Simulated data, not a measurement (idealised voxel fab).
process module | voxel transistor to metal
cross-section cut | 195 nm wide | cells 5 nm
A cross-section is a grid of square cells, given in bands from the top down. A band is one or more rows of cells.
Each band's line starts with the height of the band's top and of its bottom, in nm. Then come its materials from left to right, each with its width in nm. One material with "throughout" fills the band from edge to edge. "air" is empty space.
Height 0 is the level under which the wafer as received is all one material. The lowest band goes on downwards, as in "0 down".
A width such as "30 to 40" changes by the same amount from each row of cells to the next, from the band's top row to its bottom row.
"no change" after a step means that no cell of the cross-section changed.
closed voids: empty space of 8 cells or more with no open way to the top, each as width x height at its distance from the left edge, in nm
after a step's settings: what the simulator itself notes on the step
overlay nm, on a step with a mask: how far to the right of its planned place the mask lay; to the left if negative
plan
1 op RECEIVE | material Si
2 op OXIDIZE | depth nm 5
3 op CONFORMAL_DEP | material SiN | thk nm 10
4 op DIRECTIONAL_DEP | material aC | thk nm 10
5 op PATTERN | tone cover | mask id ACTIVE | material resist | width nm 115 | thk nm 30 | overlay nm 0
6 op DIRECTIONAL_ETCH | etch materials aC | depth nm 10
7 op STRIP | etch materials resist
8 op DIRECTIONAL_ETCH | etch materials SiN | depth nm 10
9 op DIRECTIONAL_ETCH | etch materials SiO2 | depth nm 5
10 op DIRECTIONAL_ETCH | etch materials Si | depth nm 20
11 op STRIP | etch materials aC
12 op OXIDIZE | depth nm 5
13 op FILL_DEP | material SiO2 | thk nm 5
14 op CMP | height nm 10
15 op SELECTIVE_ETCH | etch materials SiO2 | depth nm 10
16 op STRIP | etch materials SiN
17 op SELECTIVE_ETCH | etch materials SiO2 | depth nm 5
18 op OXIDIZE | depth nm 5
19 op DIRECTIONAL_DEP | material polySi | thk nm 30
20 op DIRECTIONAL_DEP | material SiCN | thk nm 15
21 op PATTERN | tone cover | mask id GATE | material resist | width nm 25 | thk nm 20 | overlay nm 0
22 op DIRECTIONAL_ETCH | etch materials SiCN | depth nm 25
23 op DIRECTIONAL_ETCH | etch materials polySi | depth nm 40
24 op STRIP | etch materials resist
25 op CONFORMAL_DEP | material SiO2 | thk nm 5
26 op DIRECTIONAL_ETCH | etch materials SiO2 | depth nm 5
27 op CONFORMAL_DEP | material SiN | thk nm 5
28 op DIRECTIONAL_ETCH | etch materials SiN | depth nm 5
29 op DIRECTIONAL_ETCH | etch materials SiO2 | depth nm 5
30 op DIRECTIONAL_ETCH | etch materials Si | depth nm 10
31 op EPI | material nSi | thk nm 10
32 op FILL_DEP | material SiO2 | thk nm 10
33 op CMP | height nm 25
34 op STRIP | etch materials polySi
35 op SELECTIVE_ETCH | etch materials SiO2 | depth nm 5
36 op CONFORMAL_DEP | material HfO2 | thk nm 5
37 op CONFORMAL_DEP | material TiN | thk nm 5
38 op FILL_DEP | material W | thk nm 10
39 op CMP | height nm 20
40 op DIRECTIONAL_DEP | material SiO2 | thk nm 10
41 op MASKED_ETCH | tone open | mask id CONTACT | width nm 20 | pitch nm 85 | etch materials SiO2 | depth nm 40 | overlay nm 0
42 op CONFORMAL_DEP | material TiN | thk nm 5
43 op FILL_DEP | material W | thk nm 5
44 op CMP | height nm 30
45 op CONFORMAL_DEP | material SiN | thk nm 5
46 op DIRECTIONAL_DEP | material SiO2 | thk nm 20
47 op MASKED_ETCH | tone open | mask id METAL_1 | width nm 20 | pitch nm 85 | etch materials SiO2 | depth nm 20 | overlay nm 0
48 op MASKED_ETCH | tone open | mask id METAL_1 | width nm 20 | pitch nm 85 | etch materials SiN | depth nm 5 | overlay nm 0
49 op CONFORMAL_DEP | material TiN | thk nm 5
50 op FILL_DEP | material W | thk nm 10
51 op CMP | height nm 55
52 op EPI | material Ru | thk nm 5
53 op FILL_DEP | material SiCN | thk nm 5
54 op DIRECTIONAL_DEP | material lowk | thk nm 30
55 op DIRECTIONAL_DEP | material aC | thk nm 15
56 op PATTERN | tone open | mask id METAL_2_HOLES | material resist | width nm 15 | pitch nm 85 | thk nm 30 | overlay nm 0
57 op DIRECTIONAL_ETCH | etch materials aC | depth nm 15
58 op STRIP | etch materials resist
59 op DIRECTIONAL_ETCH | etch materials lowk | depth nm 30
60 op STRIP | etch materials aC
61 op MASKED_ETCH | tone open | mask id METAL_2 | width nm 20 | pitch nm 85 | etch materials lowk | depth nm 20 | overlay nm 0
62 op MASKED_ETCH | tone open | mask id METAL_2 | width nm 20 | pitch nm 85 | etch materials SiCN | depth nm 5 | overlay nm 0
63 op CONFORMAL_DEP | material TiN | thk nm 5
64 op FILL_DEP | material Cu | thk nm 10
65 op CMP | height nm 95
66 op CONFORMAL_DEP | material SiN | thk nm 5
first wafer, as planned
as received, after step 1
  0 down: Si throughout
  closed voids: none
after step 2
  0 to -5: SiO2 throughout
  below -5: unchanged
after step 3
  10 to 0: SiN throughout
  below 0: unchanged
after step 4
  20 to 10: aC throughout
  below 10: unchanged
after step 5
  50 to 20: air 40 | resist 115 | air 40
  below 20: unchanged
after step 6
  40 to 20: air 40 | resist 115 | air 40
  20 to 10: air 40 | aC 115 | air 40
  below 10: unchanged
after step 7
  20 to 10: air 40 | aC 115 | air 40
  below 10: unchanged
after step 8
  20 to 10: air 40 | aC 115 | air 40
  10 to 0: air 40 | SiN 115 | air 40
  below 0: unchanged
after step 9
  20 to 10: air 40 | aC 115 | air 40
  10 to 0: air 40 | SiN 115 | air 40
  0 to -5: air 40 | SiO2 115 | air 40
  below -5: unchanged
after step 10
  20 to 10: air 40 | aC 115 | air 40
  10 to 0: air 40 | SiN 115 | air 40
  0 to -5: air 40 | SiO2 115 | air 40
  -5 to -25: air 40 | Si 115 | air 40
  below -25: unchanged
after step 11
  10 to 0: air 40 | SiN 115 | air 40
  below 0: unchanged
after step 12
  10 to 0: air 40 | SiN 115 | air 40
  0 to -5: air 40 | SiO2 115 | air 40
  -5 to -25: air 40 | SiO2 5 | Si 105 | SiO2 5 | air 40
  -25 to -30: SiO2 45 | Si 105 | SiO2 45
  below -30: unchanged
after step 13
  15 to 10: SiO2 throughout
  10 to 0: SiO2 40 | SiN 115 | SiO2 40
  0 to -5: SiO2 throughout
  -5 to -30: SiO2 45 | Si 105 | SiO2 45
  below -30: unchanged
after step 14
  10 to 0: SiO2 40 | SiN 115 | SiO2 40
  below 0: unchanged
after step 15
  10 to 0: air 40 | SiN 115 | air 40
  below 0: unchanged
after step 16
  0 to -5: SiO2 throughout
  below -5: unchanged
after step 17
  -5 to -30: SiO2 45 | Si 105 | SiO2 45
  below -30: unchanged
after step 18
  -5 to -10: SiO2 throughout
  below -10: unchanged
after step 19
  25 to -5: polySi throughout
  below -5: unchanged
after step 20
  40 to 25: SiCN throughout
  below 25: unchanged
after step 21
  60 to 40: air 85 | resist 25 | air 85
  below 40: unchanged
after step 22
  60 to 40: air 85 | resist 25 | air 85
  40 to 25: air 85 | SiCN 25 | air 85
  below 25: unchanged
after step 23
  60 to 40: air 85 | resist 25 | air 85
  40 to 25: air 85 | SiCN 25 | air 85
  25 to -5: air 85 | polySi 25 | air 85
  below -5: unchanged
after step 24
  40 to 25: air 85 | SiCN 25 | air 85
  below 25: unchanged
after step 25
  45 to 40: air 80 | SiO2 35 | air 80
  40 to 25: air 80 | SiO2 5 | SiCN 25 | SiO2 5 | air 80
  25 to 0: air 80 | SiO2 5 | polySi 25 | SiO2 5 | air 80
  0 to -5: SiO2 85 | polySi 25 | SiO2 85
  below -5: unchanged
after step 26
  40 to 25: air 80 | SiO2 5 | SiCN 25 | SiO2 5 | air 80
  25 to -5: air 80 | SiO2 5 | polySi 25 | SiO2 5 | air 80
  below -5: unchanged
after step 27
  45 to 40: air 75 | SiN 45 | air 75
  40 to 25: air 75 | SiN 5 | SiO2 5 | SiCN 25 | SiO2 5 | SiN 5 | air 75
  25 to 0: air 75 | SiN 5 | SiO2 5 | polySi 25 | SiO2 5 | SiN 5 | air 75
  0 to -5: SiN 80 | SiO2 5 | polySi 25 | SiO2 5 | SiN 80
  below -5: unchanged
after step 28
  40 to 25: air 75 | SiN 5 | SiO2 5 | SiCN 25 | SiO2 5 | SiN 5 | air 75
  25 to -5: air 75 | SiN 5 | SiO2 5 | polySi 25 | SiO2 5 | SiN 5 | air 75
  below -5: unchanged
after step 29
  40 to 35: air 75 | SiN 5 | air 5 | SiCN 25 | air 5 | SiN 5 | air 75
  35 to 25: air 75 | SiN 5 | SiO2 5 | SiCN 25 | SiO2 5 | SiN 5 | air 75
  25 to -5: air 75 | SiN 5 | SiO2 5 | polySi 25 | SiO2 5 | SiN 5 | air 75
  -5 to -10: air 75 | SiO2 45 | air 75
  below -10: unchanged
after step 30
  40 to 35: air 75 | SiN 5 | air 5 | SiCN 25 | air 5 | SiN 5 | air 75
  35 to 25: air 75 | SiN 5 | SiO2 5 | SiCN 25 | SiO2 5 | SiN 5 | air 75
  25 to -5: air 75 | SiN 5 | SiO2 5 | polySi 25 | SiO2 5 | SiN 5 | air 75
  -5 to -10: air 75 | SiO2 45 | air 75
  -10 to -20: SiO2 45 | air 30 | Si 45 | air 30 | SiO2 45
  below -20: unchanged
after step 31
  40 to 35: air 75 | SiN 5 | air 5 | SiCN 25 | air 5 | SiN 5 | air 75
  35 to 25: air 75 | SiN 5 | SiO2 5 | SiCN 25 | SiO2 5 | SiN 5 | air 75
  25 to 0: air 75 | SiN 5 | SiO2 5 | polySi 25 | SiO2 5 | SiN 5 | air 75
  0 to -5: air 65 | nSi 10 | SiN 5 | SiO2 5 | polySi 25 | SiO2 5 | SiN 5 | nSi 10 | air 65
  -5 to -10: air 65 | nSi 10 | SiO2 45 | nSi 10 | air 65
  -10 to -20: SiO2 45 | nSi 30 | Si 45 | nSi 30 | SiO2 45
  below -20: unchanged
after step 32
  50 to 40: SiO2 throughout
  40 to 25: SiO2 75 | SiN 5 | SiO2 5 | SiCN 25 | SiO2 5 | SiN 5 | SiO2 75
  25 to 0: SiO2 75 | SiN 5 | SiO2 5 | polySi 25 | SiO2 5 | SiN 5 | SiO2 75
  0 to -5: SiO2 65 | nSi 10 | SiN 5 | SiO2 5 | polySi 25 | SiO2 5 | SiN 5 | nSi 10 | SiO2 65
  -5 to -10: SiO2 65 | nSi 10 | SiO2 45 | nSi 10 | SiO2 65
  below -10: unchanged
after step 33
  25 to 0: SiO2 75 | SiN 5 | SiO2 5 | polySi 25 | SiO2 5 | SiN 5 | SiO2 75
  below 0: unchanged
after step 34
  25 to 0: SiO2 75 | SiN 5 | SiO2 5 | air 25 | SiO2 5 | SiN 5 | SiO2 75
  0 to -5: SiO2 65 | nSi 10 | SiN 5 | SiO2 5 | air 25 | SiO2 5 | SiN 5 | nSi 10 | SiO2 65
  below -5: unchanged
after step 35
  25 to 20: air 75 | SiN 5 | air 35 | SiN 5 | air 75
  20 to 0: SiO2 75 | SiN 5 | air 35 | SiN 5 | SiO2 75
  0 to -5: SiO2 65 | nSi 10 | SiN 5 | air 35 | SiN 5 | nSi 10 | SiO2 65
  -5 to -10: SiO2 65 | nSi 10 | SiO2 5 | air 35 | SiO2 5 | nSi 10 | SiO2 65
  below -10: unchanged
after step 36
  30 to 25: air 70 | HfO2 15 | air 25 | HfO2 15 | air 70
  25 to 20: HfO2 75 | SiN 5 | HfO2 5 | air 25 | HfO2 5 | SiN 5 | HfO2 75
  20 to 0: SiO2 75 | SiN 5 | HfO2 5 | air 25 | HfO2 5 | SiN 5 | SiO2 75
  0 to -5: SiO2 65 | nSi 10 | SiN 5 | HfO2 5 | air 25 | HfO2 5 | SiN 5 | nSi 10 | SiO2 65
  -5 to -10: SiO2 65 | nSi 10 | SiO2 5 | HfO2 35 | SiO2 5 | nSi 10 | SiO2 65
  below -10: unchanged
after step 37
  35 to 30: air 65 | TiN 25 | air 15 | TiN 25 | air 65
  30 to 25: TiN 70 | HfO2 15 | TiN 5 | air 15 | TiN 5 | HfO2 15 | TiN 70
  25 to 20: HfO2 75 | SiN 5 | HfO2 5 | TiN 5 | air 15 | TiN 5 | HfO2 5 | SiN 5 | HfO2 75
  20 to 0: SiO2 75 | SiN 5 | HfO2 5 | TiN 5 | air 15 | TiN 5 | HfO2 5 | SiN 5 | SiO2 75
  0 to -5: SiO2 65 | nSi 10 | SiN 5 | HfO2 5 | TiN 25 | HfO2 5 | SiN 5 | nSi 10 | SiO2 65
  below -5: unchanged
after step 38
  45 to 35: W throughout
  35 to 30: W 65 | TiN 25 | W 15 | TiN 25 | W 65
  30 to 25: TiN 70 | HfO2 15 | TiN 5 | W 15 | TiN 5 | HfO2 15 | TiN 70
  25 to 20: HfO2 75 | SiN 5 | HfO2 5 | TiN 5 | W 15 | TiN 5 | HfO2 5 | SiN 5 | HfO2 75
  20 to 0: SiO2 75 | SiN 5 | HfO2 5 | TiN 5 | W 15 | TiN 5 | HfO2 5 | SiN 5 | SiO2 75
  below 0: unchanged
after step 39
  20 to 0: SiO2 75 | SiN 5 | HfO2 5 | TiN 5 | W 15 | TiN 5 | HfO2 5 | SiN 5 | SiO2 75
  below 0: unchanged
after step 40
  30 to 20: SiO2 throughout
  below 20: unchanged
after step 41
  30 to 20: SiO2 45 | air 20 | SiO2 65 | air 20 | SiO2 45
  20 to 0: SiO2 45 | air 20 | SiO2 10 | SiN 5 | HfO2 5 | TiN 5 | W 15 | TiN 5 | HfO2 5 | SiN 5 | SiO2 10 | air 20 | SiO2 45
  0 to -5: SiO2 45 | air 20 | nSi 10 | SiN 5 | HfO2 5 | TiN 25 | HfO2 5 | SiN 5 | nSi 10 | air 20 | SiO2 45
  -5 to -10: SiO2 45 | air 20 | nSi 10 | SiO2 5 | HfO2 35 | SiO2 5 | nSi 10 | air 20 | SiO2 45
  below -10: unchanged
after step 42
  35 to 30: TiN 50 | air 10 | TiN 75 | air 10 | TiN 50
  30 to 20: SiO2 45 | TiN 5 | air 10 | TiN 5 | SiO2 65 | TiN 5 | air 10 | TiN 5 | SiO2 45
  20 to 0: SiO2 45 | TiN 5 | air 10 | TiN 5 | SiO2 10 | SiN 5 | HfO2 5 | TiN 5 | W 15 | TiN 5 | HfO2 5 | SiN 5 | SiO2 10 | TiN 5 | air 10 | TiN 5 | SiO2 45
  0 to -5: SiO2 45 | TiN 5 | air 10 | TiN 5 | nSi 10 | SiN 5 | HfO2 5 | TiN 25 | HfO2 5 | SiN 5 | nSi 10 | TiN 5 | air 10 | TiN 5 | SiO2 45
  -5 to -10: SiO2 45 | TiN 20 | nSi 10 | SiO2 5 | HfO2 35 | SiO2 5 | nSi 10 | TiN 20 | SiO2 45
  below -10: unchanged
after step 43
  40 to 35: W throughout
  35 to 30: TiN 50 | W 10 | TiN 75 | W 10 | TiN 50
  30 to 20: SiO2 45 | TiN 5 | W 10 | TiN 5 | SiO2 65 | TiN 5 | W 10 | TiN 5 | SiO2 45
  20 to 0: SiO2 45 | TiN 5 | W 10 | TiN 5 | SiO2 10 | SiN 5 | HfO2 5 | TiN 5 | W 15 | TiN 5 | HfO2 5 | SiN 5 | SiO2 10 | TiN 5 | W 10 | TiN 5 | SiO2 45
  0 to -5: SiO2 45 | TiN 5 | W 10 | TiN 5 | nSi 10 | SiN 5 | HfO2 5 | TiN 25 | HfO2 5 | SiN 5 | nSi 10 | TiN 5 | W 10 | TiN 5 | SiO2 45
  below -5: unchanged
after step 44
  30 to 20: SiO2 45 | TiN 5 | W 10 | TiN 5 | SiO2 65 | TiN 5 | W 10 | TiN 5 | SiO2 45
  below 20: unchanged
after step 45
  35 to 30: SiN throughout
  below 30: unchanged
after step 46
  55 to 35: SiO2 throughout
  below 35: unchanged
after step 47
  55 to 35: SiO2 45 | air 20 | SiO2 65 | air 20 | SiO2 45
  below 35: unchanged
after step 48
  55 to 35: SiO2 45 | air 20 | SiO2 65 | air 20 | SiO2 45
  35 to 30: SiN 45 | air 20 | SiN 65 | air 20 | SiN 45
  below 30: unchanged
after step 49
  60 to 55: TiN 50 | air 10 | TiN 75 | air 10 | TiN 50
  55 to 35: SiO2 45 | TiN 5 | air 10 | TiN 5 | SiO2 65 | TiN 5 | air 10 | TiN 5 | SiO2 45
  35 to 30: SiN 45 | TiN 20 | SiN 65 | TiN 20 | SiN 45
  below 30: unchanged
after step 50
  70 to 60: W throughout
  60 to 55: TiN 50 | W 10 | TiN 75 | W 10 | TiN 50
  55 to 35: SiO2 45 | TiN 5 | W 10 | TiN 5 | SiO2 65 | TiN 5 | W 10 | TiN 5 | SiO2 45
  below 35: unchanged
after step 51
  55 to 35: SiO2 45 | TiN 5 | W 10 | TiN 5 | SiO2 65 | TiN 5 | W 10 | TiN 5 | SiO2 45
  below 35: unchanged
after step 52
  60 to 55: air 40 | Ru 30 | air 55 | Ru 30 | air 40
  below 55: unchanged
after step 53
  65 to 60: SiCN throughout
  60 to 55: SiCN 40 | Ru 30 | SiCN 55 | Ru 30 | SiCN 40
  below 55: unchanged
after step 54
  95 to 65: lowk throughout
  below 65: unchanged
after step 55
  110 to 95: aC throughout
  below 95: unchanged
after step 56
  140 to 110: resist 45 | air 15 | resist 70 | air 15 | resist 50
  below 110: unchanged
after step 57
  125 to 110: resist 45 | air 15 | resist 70 | air 15 | resist 50
  110 to 95: aC 45 | air 15 | aC 70 | air 15 | aC 50
  below 95: unchanged
after step 58
  110 to 95: aC 45 | air 15 | aC 70 | air 15 | aC 50
  below 95: unchanged
after step 59
  110 to 95: aC 45 | air 15 | aC 70 | air 15 | aC 50
  95 to 65: lowk 45 | air 15 | lowk 70 | air 15 | lowk 50
  below 65: unchanged
after step 60
  95 to 65: lowk 45 | air 15 | lowk 70 | air 15 | lowk 50
  below 65: unchanged
after step 61
  95 to 75: lowk 45 | air 20 | lowk 65 | air 20 | lowk 45
  below 75: unchanged
after step 62
  95 to 75: lowk 45 | air 20 | lowk 65 | air 20 | lowk 45
  75 to 65: lowk 45 | air 15 | lowk 70 | air 15 | lowk 50
  65 to 60: SiCN 45 | air 15 | SiCN 70 | air 15 | SiCN 50
  below 60: unchanged
after step 63
  100 to 95: TiN 50 | air 10 | TiN 75 | air 10 | TiN 50
  95 to 80: lowk 45 | TiN 5 | air 10 | TiN 5 | lowk 65 | TiN 5 | air 10 | TiN 5 | lowk 45
  80 to 75: lowk 45 | TiN 5 | air 5 | TiN 10 | lowk 65 | TiN 5 | air 5 | TiN 10 | lowk 45
  75 to 65: lowk 45 | TiN 5 | air 5 | TiN 5 | lowk 70 | TiN 5 | air 5 | TiN 5 | lowk 50
  65 to 60: SiCN 45 | TiN 15 | SiCN 70 | TiN 15 | SiCN 50
  below 60: unchanged
after step 64
  110 to 100: Cu throughout
  100 to 95: TiN 50 | Cu 10 | TiN 75 | Cu 10 | TiN 50
  95 to 80: lowk 45 | TiN 5 | Cu 10 | TiN 5 | lowk 65 | TiN 5 | Cu 10 | TiN 5 | lowk 45
  80 to 75: lowk 45 | TiN 5 | Cu 5 | TiN 10 | lowk 65 | TiN 5 | Cu 5 | TiN 10 | lowk 45
  75 to 65: lowk 45 | TiN 5 | Cu 5 | TiN 5 | lowk 70 | TiN 5 | Cu 5 | TiN 5 | lowk 50
  below 65: unchanged
after step 65
  95 to 80: lowk 45 | TiN 5 | Cu 10 | TiN 5 | lowk 65 | TiN 5 | Cu 10 | TiN 5 | lowk 45
  below 80: unchanged
after step 66
  100 to 95: SiN throughout
  below 95: unchanged
second wafer: like start, like plan, one mistake. Through step 35 it matches the first wafer
when step 36 should have ended: no change
when step 37 should have ended
  30 to 25: air 70 | TiN 15 | air 25 | TiN 15 | air 70
  25 to 20: TiN 75 | SiN 5 | TiN 5 | air 25 | TiN 5 | SiN 5 | TiN 75
  20 to 0: SiO2 75 | SiN 5 | TiN 5 | air 25 | TiN 5 | SiN 5 | SiO2 75
  0 to -5: SiO2 65 | nSi 10 | SiN 5 | TiN 5 | air 25 | TiN 5 | SiN 5 | nSi 10 | SiO2 65
  -5 to -10: SiO2 65 | nSi 10 | SiO2 5 | TiN 35 | SiO2 5 | nSi 10 | SiO2 65
  below -10: unchanged
when step 38 should have ended
  40 to 30: W throughout
  30 to 25: W 70 | TiN 15 | W 25 | TiN 15 | W 70
  25 to 20: TiN 75 | SiN 5 | TiN 5 | W 25 | TiN 5 | SiN 5 | TiN 75
  20 to 0: SiO2 75 | SiN 5 | TiN 5 | W 25 | TiN 5 | SiN 5 | SiO2 75
  0 to -5: SiO2 65 | nSi 10 | SiN 5 | TiN 5 | W 25 | TiN 5 | SiN 5 | nSi 10 | SiO2 65
  below -5: unchanged
when step 39 should have ended
  20 to 0: SiO2 75 | SiN 5 | TiN 5 | W 25 | TiN 5 | SiN 5 | SiO2 75
  below 0: unchanged
when step 40 should have ended
  30 to 20: SiO2 throughout
  below 20: unchanged
when step 41 should have ended
  30 to 20: SiO2 45 | air 20 | SiO2 65 | air 20 | SiO2 45
  20 to 0: SiO2 45 | air 20 | SiO2 10 | SiN 5 | TiN 5 | W 25 | TiN 5 | SiN 5 | SiO2 10 | air 20 | SiO2 45
  0 to -5: SiO2 45 | air 20 | nSi 10 | SiN 5 | TiN 5 | W 25 | TiN 5 | SiN 5 | nSi 10 | air 20 | SiO2 45
  -5 to -10: SiO2 45 | air 20 | nSi 10 | SiO2 5 | TiN 35 | SiO2 5 | nSi 10 | air 20 | SiO2 45
  below -10: unchanged
when step 42 should have ended
  35 to 30: TiN 50 | air 10 | TiN 75 | air 10 | TiN 50
  30 to 20: SiO2 45 | TiN 5 | air 10 | TiN 5 | SiO2 65 | TiN 5 | air 10 | TiN 5 | SiO2 45
  20 to 0: SiO2 45 | TiN 5 | air 10 | TiN 5 | SiO2 10 | SiN 5 | TiN 5 | W 25 | TiN 5 | SiN 5 | SiO2 10 | TiN 5 | air 10 | TiN 5 | SiO2 45
  0 to -5: SiO2 45 | TiN 5 | air 10 | TiN 5 | nSi 10 | SiN 5 | TiN 5 | W 25 | TiN 5 | SiN 5 | nSi 10 | TiN 5 | air 10 | TiN 5 | SiO2 45
  -5 to -10: SiO2 45 | TiN 20 | nSi 10 | SiO2 5 | TiN 35 | SiO2 5 | nSi 10 | TiN 20 | SiO2 45
  below -10: unchanged
when step 43 should have ended
  40 to 35: W throughout
  35 to 30: TiN 50 | W 10 | TiN 75 | W 10 | TiN 50
  30 to 20: SiO2 45 | TiN 5 | W 10 | TiN 5 | SiO2 65 | TiN 5 | W 10 | TiN 5 | SiO2 45
  20 to 0: SiO2 45 | TiN 5 | W 10 | TiN 5 | SiO2 10 | SiN 5 | TiN 5 | W 25 | TiN 5 | SiN 5 | SiO2 10 | TiN 5 | W 10 | TiN 5 | SiO2 45
  0 to -5: SiO2 45 | TiN 5 | W 10 | TiN 5 | nSi 10 | SiN 5 | TiN 5 | W 25 | TiN 5 | SiN 5 | nSi 10 | TiN 5 | W 10 | TiN 5 | SiO2 45
  below -5: unchanged
when step 44 should have ended
  30 to 20: SiO2 45 | TiN 5 | W 10 | TiN 5 | SiO2 65 | TiN 5 | W 10 | TiN 5 | SiO2 45
  below 20: unchanged
when step 45 should have ended
  35 to 30: SiN throughout
  below 30: unchanged
when step 46 should have ended
  55 to 35: SiO2 throughout
  below 35: unchanged
when step 47 should have ended
  55 to 35: SiO2 45 | air 20 | SiO2 65 | air 20 | SiO2 45
  below 35: unchanged
when step 48 should have ended
  55 to 35: SiO2 45 | air 20 | SiO2 65 | air 20 | SiO2 45
  35 to 30: SiN 45 | air 20 | SiN 65 | air 20 | SiN 45
  below 30: unchanged
when step 49 should have ended
  60 to 55: TiN 50 | air 10 | TiN 75 | air 10 | TiN 50
  55 to 35: SiO2 45 | TiN 5 | air 10 | TiN 5 | SiO2 65 | TiN 5 | air 10 | TiN 5 | SiO2 45
  35 to 30: SiN 45 | TiN 20 | SiN 65 | TiN 20 | SiN 45
  below 30: unchanged
when step 50 should have ended
  70 to 60: W throughout
  60 to 55: TiN 50 | W 10 | TiN 75 | W 10 | TiN 50
  55 to 35: SiO2 45 | TiN 5 | W 10 | TiN 5 | SiO2 65 | TiN 5 | W 10 | TiN 5 | SiO2 45
  below 35: unchanged
when step 51 should have ended
  55 to 35: SiO2 45 | TiN 5 | W 10 | TiN 5 | SiO2 65 | TiN 5 | W 10 | TiN 5 | SiO2 45
  below 35: unchanged
when step 52 should have ended
  60 to 55: air 40 | Ru 30 | air 55 | Ru 30 | air 40
  below 55: unchanged
when step 53 should have ended
  65 to 60: SiCN throughout
  60 to 55: SiCN 40 | Ru 30 | SiCN 55 | Ru 30 | SiCN 40
  below 55: unchanged
when step 54 should have ended
  95 to 65: lowk throughout
  below 65: unchanged
when step 55 should have ended
  110 to 95: aC throughout
  below 95: unchanged
when step 56 should have ended
  140 to 110: resist 45 | air 15 | resist 70 | air 15 | resist 50
  below 110: unchanged
when step 57 should have ended
  125 to 110: resist 45 | air 15 | resist 70 | air 15 | resist 50
  110 to 95: aC 45 | air 15 | aC 70 | air 15 | aC 50
  below 95: unchanged
when step 58 should have ended
  110 to 95: aC 45 | air 15 | aC 70 | air 15 | aC 50
  below 95: unchanged
when step 59 should have ended
  110 to 95: aC 45 | air 15 | aC 70 | air 15 | aC 50
  95 to 65: lowk 45 | air 15 | lowk 70 | air 15 | lowk 50
  below 65: unchanged
when step 60 should have ended
  95 to 65: lowk 45 | air 15 | lowk 70 | air 15 | lowk 50
  below 65: unchanged
when step 61 should have ended
  95 to 75: lowk 45 | air 20 | lowk 65 | air 20 | lowk 45
  below 75: unchanged
when step 62 should have ended
  95 to 75: lowk 45 | air 20 | lowk 65 | air 20 | lowk 45
  75 to 65: lowk 45 | air 15 | lowk 70 | air 15 | lowk 50
  65 to 60: SiCN 45 | air 15 | SiCN 70 | air 15 | SiCN 50
  below 60: unchanged
when step 63 should have ended
  100 to 95: TiN 50 | air 10 | TiN 75 | air 10 | TiN 50
  95 to 80: lowk 45 | TiN 5 | air 10 | TiN 5 | lowk 65 | TiN 5 | air 10 | TiN 5 | lowk 45
  80 to 75: lowk 45 | TiN 5 | air 5 | TiN 10 | lowk 65 | TiN 5 | air 5 | TiN 10 | lowk 45
  75 to 65: lowk 45 | TiN 5 | air 5 | TiN 5 | lowk 70 | TiN 5 | air 5 | TiN 5 | lowk 50
  65 to 60: SiCN 45 | TiN 15 | SiCN 70 | TiN 15 | SiCN 50
  below 60: unchanged
when step 64 should have ended
  110 to 100: Cu throughout
  100 to 95: TiN 50 | Cu 10 | TiN 75 | Cu 10 | TiN 50
  95 to 80: lowk 45 | TiN 5 | Cu 10 | TiN 5 | lowk 65 | TiN 5 | Cu 10 | TiN 5 | lowk 45
  80 to 75: lowk 45 | TiN 5 | Cu 5 | TiN 10 | lowk 65 | TiN 5 | Cu 5 | TiN 10 | lowk 45
  75 to 65: lowk 45 | TiN 5 | Cu 5 | TiN 5 | lowk 70 | TiN 5 | Cu 5 | TiN 5 | lowk 50
  below 65: unchanged
when step 65 should have ended
  95 to 80: lowk 45 | TiN 5 | Cu 10 | TiN 5 | lowk 65 | TiN 5 | Cu 10 | TiN 5 | lowk 45
  below 80: unchanged
when step 66 should have ended
  100 to 95: SiN throughout
  below 95: unchanged
what went wrong: step 36 was left out
at the end the second wafer has, in cells: 17 fewer of HfO2 | 4 more of TiN | 13 more of W
